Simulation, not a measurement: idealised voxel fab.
Process module name: voxel released beams
Cross-sectional view cut (width: 270 nm; square cell size: 5 nm).
Format of a cross-section: grid, square cells. Given as bands. Order: top down. Band: one or more rows of cells.
The entry gives the band's vertical extent as a top height and a bottom height in nm, then its horizontal make-up as materials from left to right, each with a width in nm. "air" stands for empty space; a single material marked "edge to edge" fills the band edge to edge.
Height reference: 0 = level under which incoming wafer is all one material. Lowest band: no bottom, runs on downward, e.g. "0 down".
With a width like "30->40", each row of cells in the band differs from the next by the same amount, the top row carrying the first number and the bottom row the second.
The designation "no modifications", where it is given for a processing step, indicates that no cell of the cross-section was altered in the course of that step.
The entry titled "Closed void roster" provides the empty spaces that have no open way to the top, restricted to those of 8 cells or more. Each is presented as width x height at distance, the distance being measured from the left edge, with all three in nm.
Heads up: the bit after the settings on a step's line is the simulator's remark on that step.
For masked steps, "overlay nm" on the step line gives how far right of plan the mask actually lay; a minus sign means it lay to the left.
### Here's what the planned process steps look like
step 1: RECEIVE (material Si)
step 2: CONFORMAL_DEP (material SiN; thk nm 5)
step 3: DIRECTIONAL_DEP (material SiO2; thk nm 10)
step 4: MASKED_ETCH (tone open; mask id ANCHOR; width nm 35; etch materials SiO2; depth nm 10; overlay nm 0)
step 5: CONFORMAL_DEP (material polySi; thk nm 10)
step 6: DIRECTIONAL_DEP (material aC; thk nm 15)
step 7: PATTERN (tone cover; mask id BEAM; material resist; width nm 100; thk nm 30; overlay nm 0)
step 8: DIRECTIONAL_ETCH (etch materials aC; depth nm 15)
step 9: STRIP (etch materials resist)
step 10: DIRECTIONAL_ETCH (etch materials polySi; depth nm 10)
step 11: STRIP (etch materials aC)
step 12: STRIP (etch materials SiO2)
### Wafer at receipt (post step 1), cross-section
- 0 down = Si edge to edge
- Closed void roster: none
### One mistake in running the module, otherwise start and plan as above: cross-section at the end
- 25 to 15 = air 85 nm | polySi 10 nm | air 15 nm | polySi 75 nm | air 85 nm
- 15 to 5 = air 85 nm | polySi 35 nm | air 150 nm
- 5 to 0 = SiN edge to edge
- 0 down = Si edge to edge
- Closed void roster: none
Processing error: step 7 was processed under conditions differing from the plan, specifically as PATTERN (tone cover; mask id BEAM; material resist; width nm 100; thk nm 30; overlay nm 5)
